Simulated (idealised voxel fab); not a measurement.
Process module heading - voxel transistor to metal
Pictured: cross-section cut, 300 nm wide, on a grid of 5 nm square cells.
Think of the cross-section as a grid of square cells. We describe it in bands, top to bottom, and each band covers one or more rows of those cells. Each band's line starts with the height of the band's top and of its bottom, in nm. Then come its materials from left to right, each with its width in nm. One material with "everywhere" fills the band from edge to edge. "blank" is empty space. The level at which height equals 0 is the one under which the wafer, as it arrives, is entirely one material. No lower edge exists for the bottom band, which continues downward and is notated as in "z 0 and below". The expression "30..40" gives the width at the extremes of the band, the first number at its top row of cells and the second at its bottom row, with the width changing by equal amounts from each row to the next in between. Where the words "nothing changed" appear for a step, the cross-section shows no cell changed by that step; every cell remained as before. "Catalogued sealed voids": sealed empty spaces, 8 cells or more, no open way to top, listed width x height at distance, with distance from the left edge and width, height and distance in nm. On a step's line, text after the settings is the simulator commenting on that step. overlay nm: where the mask lay relative to plan, measured to the right, on steps with a mask; negatives go left.
-- The steps planned for the process are as follows
1 RECEIVE,material Si
2 OXIDIZE,depth nm 5
3 CONFORMAL_DEP,material SiN,thk nm 15
4 MASKED_ETCH,tone cover,mask id ACTIVE,width nm 105,pitch nm 130,etch materials SiN,depth nm 15,overlay nm 0
5 MASKED_ETCH,tone cover,mask id ACTIVE,width nm 105,pitch nm 130,etch materials SiO2,depth nm 5,overlay nm 0
6 MASKED_ETCH,tone cover,mask id ACTIVE,width nm 105,pitch nm 130,etch materials Si,depth nm 20,overlay nm 0
7 FILL_DEP,material SiO2,thk nm 10
8 CMP,height nm 15
9 SELECTIVE_ETCH,etch materials SiO2,depth nm 5
10 STRIP,etch materials SiN
11 SELECTIVE_ETCH,etch materials SiO2,depth nm 5
12 OXIDIZE,depth nm 5
13 DIRECTIONAL_DEP,material polySi,thk nm 30
14 DIRECTIONAL_DEP,material SiCN,thk nm 10
15 PATTERN,tone cover,mask id GATE,material resist,width nm 15,pitch nm 130,thk nm 20,overlay nm 0
16 DIRECTIONAL_ETCH,etch materials SiCN,depth nm 20
17 DIRECTIONAL_ETCH,etch materials polySi,depth nm 40
18 STRIP,etch materials resist
19 CONFORMAL_DEP,material SiN,thk nm 10
20 DIRECTIONAL_ETCH,etch materials SiN,depth nm 10
21 DIRECTIONAL_ETCH,etch materials SiO2,depth nm 5
22 DIRECTIONAL_ETCH,etch materials Si,depth nm 10
23 EPI,material SiGe,thk nm 15
24 FILL_DEP,material SiO2,thk nm 10
25 CMP,height nm 35
26 DIRECTIONAL_DEP,material SiO2,thk nm 15
27 PATTERN,tone open,mask id CONTACT,material resist,width nm 20,thk nm 20,overlay nm 0
28 DIRECTIONAL_ETCH,etch materials SiO2,depth nm 45
29 STRIP,etch materials resist
30 CONFORMAL_DEP,material TiN,thk nm 5
31 FILL_DEP,material W,thk nm 5
32 CMP,height nm 50
33 DIRECTIONAL_DEP,material TiN,thk nm 5
34 DIRECTIONAL_DEP,material W,thk nm 20
35 MASKED_ETCH,tone cover,mask id METAL_1,width nm 20,etch materials W,depth nm 20,overlay nm 0
36 MASKED_ETCH,tone cover,mask id METAL_1,width nm 20,etch materials TiN,depth nm 5,overlay nm 0
37 FILL_DEP,material SiO2,thk nm 5
38 CMP,height nm 75
39 CONFORMAL_DEP,material SiCN,thk nm 5
40 DIRECTIONAL_DEP,material lowk,thk nm 30
41 DIRECTIONAL_DEP,material aC,thk nm 10
42 PATTERN,tone open,mask id METAL_2,material resist,width nm 20,pitch nm 130,thk nm 30,overlay nm 0
43 DIRECTIONAL_ETCH,etch materials aC,depth nm 10
44 STRIP,etch materials resist
45 DIRECTIONAL_ETCH,etch materials lowk,depth nm 15
46 STRIP,etch materials aC
47 DIRECTIONAL_DEP,material aC,thk nm 10
48 PATTERN,tone open,mask id METAL_2_HOLES,material resist,width nm 15,pitch nm 130,thk nm 25,overlay nm 0
49 DIRECTIONAL_ETCH,etch materials aC,depth nm 10
50 STRIP,etch materials resist
51 DIRECTIONAL_ETCH,etch materials lowk,depth nm 15
52 DIRECTIONAL_ETCH,etch materials SiCN,depth nm 5
53 STRIP,etch materials aC
54 CONFORMAL_DEP,material TiN,thk nm 5
55 FILL_DEP,material Cu,thk nm 10
56 CMP,height nm 110
57 CONFORMAL_DEP,material SiCN,thk nm 5
-- Shown in cross-section is the wafer as received, that is, as it stands after step 1
  z 0 and below: Si everywhere
  Catalogued sealed voids: none
-- Cross-section: first of two wafers, module finished, run according to plan
  z 115 to 110: SiCN everywhere
  z 110 to 100: lowk=35 / TiN=5 / Cu=10 / TiN=5 / lowk=110 / TiN=5 / Cu=10 / TiN=5 / lowk=115
  z 100 to 95: lowk=35 / TiN=5 / Cu=5 / TiN=10 / lowk=110 / TiN=5 / Cu=5 / TiN=10 / lowk=115
  z 95 to 80: lowk=35 / TiN=5 / Cu=5 / TiN=5 / lowk=115 / TiN=5 / Cu=5 / TiN=5 / lowk=120
  z 80 to 75: SiCN=35 / TiN=15 / SiCN=115 / TiN=15 / SiCN=120
  z 75 to 55: SiO2=35 / W=20 / SiO2=55 / W=20 / SiO2=35 / W=20 / SiO2=55 / W=20 / SiO2=40
  z 55 to 50: SiO2=35 / TiN=20 / SiO2=55 / TiN=20 / SiO2=35 / TiN=20 / SiO2=55 / TiN=20 / SiO2=40
  z 50 to 35: SiO2=35 / TiN=5 / W=10 / TiN=5 / SiO2=55 / TiN=5 / W=10 / TiN=5 / SiO2=35 / TiN=5 / W=10 / TiN=5 / SiO2=55 / TiN=5 / W=10 / TiN=5 / SiO2=40
  z 35 to 25: SiO2=35 / TiN=5 / W=10 / TiN=5 / SiO2=10 / SiN=10 / SiCN=15 / SiN=10 / SiO2=10 / TiN=5 / W=10 / TiN=5 / SiO2=35 / TiN=5 / W=10 / TiN=5 / SiO2=10 / SiN=10 / SiCN=15 / SiN=10 / SiO2=10 / TiN=5 / W=10 / TiN=5 / SiO2=40
  z 25 to 10: SiO2=35 / TiN=5 / W=10 / TiN=5 / SiO2=10 / SiN=10 / polySi=15 / SiN=10 / SiO2=10 / TiN=5 / W=10 / TiN=5 / SiO2=35 / TiN=5 / W=10 / TiN=5 / SiO2=10 / SiN=10 / polySi=15 / SiN=10 / SiO2=10 / TiN=5 / W=10 / TiN=5 / SiO2=40
  z 10 to 5: SiO2=35 / TiN=20 / SiO2=10 / SiN=10 / polySi=15 / SiN=10 / SiO2=10 / TiN=20 / SiO2=35 / TiN=20 / SiO2=10 / SiN=10 / polySi=15 / SiN=10 / SiO2=10 / TiN=20 / SiO2=40
  z 5 to -5: SiO2=25 / SiN=10 / SiGe=30 / SiN=10 / polySi=15 / SiN=10 / SiGe=30 / SiN=10 / SiO2=15 / SiN=10 / SiGe=30 / SiN=10 / polySi=15 / SiN=10 / SiGe=30 / SiN=10 / SiO2=30
  z -5 to -10: SiO2=35 / SiGe=30 / SiO2=35 / SiGe=30 / SiO2=35 / SiGe=30 / SiO2=35 / SiGe=30 / SiO2=40
  z -10 to -20: SiO2=30 / Si=5 / SiGe=30 / Si=35 / SiGe=30 / Si=5 / SiO2=25 / Si=5 / SiGe=30 / Si=35 / SiGe=30 / Si=5 / SiO2=35
  z -20 to -25: SiO2=30 / Si=105 / SiO2=25 / Si=105 / SiO2=35
  z -25 and below: Si everywhere
  Catalogued sealed voids: none
-- This cross-section belongs to the second wafer of two at the end of the module; the start and the plan were shared with the first, and the run included one mistake
  z 115 to 110: SiCN everywhere
  z 110 to 100: lowk=35 / TiN=5 / Cu=10 / TiN=5 / lowk=110 / TiN=5 / Cu=10 / TiN=5 / lowk=115
  z 100 to 95: lowk=35 / TiN=5 / Cu=5 / TiN=10 / lowk=110 / TiN=5 / Cu=5 / TiN=10 / lowk=115
  z 95 to 80: lowk=35 / TiN=5 / Cu=5 / TiN=5 / lowk=115 / TiN=5 / Cu=5 / TiN=5 / lowk=120
  z 80 to 75: SiCN=35 / TiN=15 / SiCN=115 / TiN=15 / SiCN=120
  z 75 to 55: SiO2=35 / W=20 / SiO2=55 / W=20 / SiO2=35 / W=20 / SiO2=55 / W=20 / SiO2=40
  z 55 to 50: SiO2=35 / TiN=20 / SiO2=55 / TiN=20 / SiO2=35 / TiN=20 / SiO2=55 / TiN=20 / SiO2=40
  z 50 to 35: SiO2=35 / TiN=5 / W=10 / TiN=5 / SiO2=55 / TiN=5 / W=10 / TiN=5 / SiO2=35 / TiN=5 / W=10 / TiN=5 / SiO2=55 / TiN=5 / W=10 / TiN=5 / SiO2=40
  z 35 to 30: SiO2=35 / TiN=5 / W=10 / TiN=5 / SiO2=10 / SiN=10 / SiCN=15 / SiN=10 / SiO2=10 / TiN=5 / W=10 / TiN=5 / SiO2=35 / TiN=5 / W=10 / TiN=5 / SiO2=10 / SiN=10 / SiCN=15 / SiN=10 / SiO2=10 / TiN=5 / W=10 / TiN=5 / SiO2=40
  z 30 to 15: SiO2=35 / TiN=5 / W=10 / TiN=5 / SiO2=10 / SiN=10 / polySi=15 / SiN=10 / SiO2=10 / TiN=5 / W=10 / TiN=5 / SiO2=35 / TiN=5 / W=10 / TiN=5 / SiO2=10 / SiN=10 / polySi=15 / SiN=10 / SiO2=10 / TiN=5 / W=10 / TiN=5 / SiO2=40
  z 15 to 10: SiO2=35 / TiN=20 / SiO2=10 / SiN=10 / polySi=15 / SiN=10 / SiO2=10 / TiN=20 / SiO2=35 / TiN=20 / SiO2=10 / SiN=10 / polySi=15 / SiN=10 / SiO2=10 / TiN=20 / SiO2=40
  z 10 to 5: SiO2=35 / SiGe=30 / SiN=10 / polySi=15 / SiN=10 / SiGe=30 / SiO2=35 / SiGe=30 / SiN=10 / polySi=15 / SiN=10 / SiGe=30 / SiO2=40
  z 5 to 0: SiO2=30 / SiN=10 / SiGe=25 / SiN=10 / polySi=15 / SiN=10 / SiGe=25 / SiN=10 / SiO2=25 / SiN=10 / SiGe=25 / SiN=10 / polySi=15 / SiN=10 / SiGe=25 / SiN=10 / SiO2=35
  z 0 to -5: SiO2=40 / SiGe=25 / SiO2=35 / SiGe=25 / SiO2=45 / SiGe=25 / SiO2=35 / SiGe=25 / SiO2=45
  z -5 to -15: SiO2=30 / Si=10 / SiGe=25 / Si=35 / SiGe=25 / Si=10 / SiO2=25 / Si=10 / SiGe=25 / Si=35 / SiGe=25 / Si=10 / SiO2=35
  z -15 to -25: SiO2=30 / Si=105 / SiO2=25 / Si=105 / SiO2=35
  z -25 and below: Si everywhere
  Catalogued sealed voids: none
Misprocessing identified: contrary to the plan, steps 10 and 11 were processed in exchanged order
The second wafer ends with more or fewer cells of some materials than the first, per final count: Si +50, SiCN -6, SiGe -16, SiN -16, SiO2 +4, TiN -8, W -8
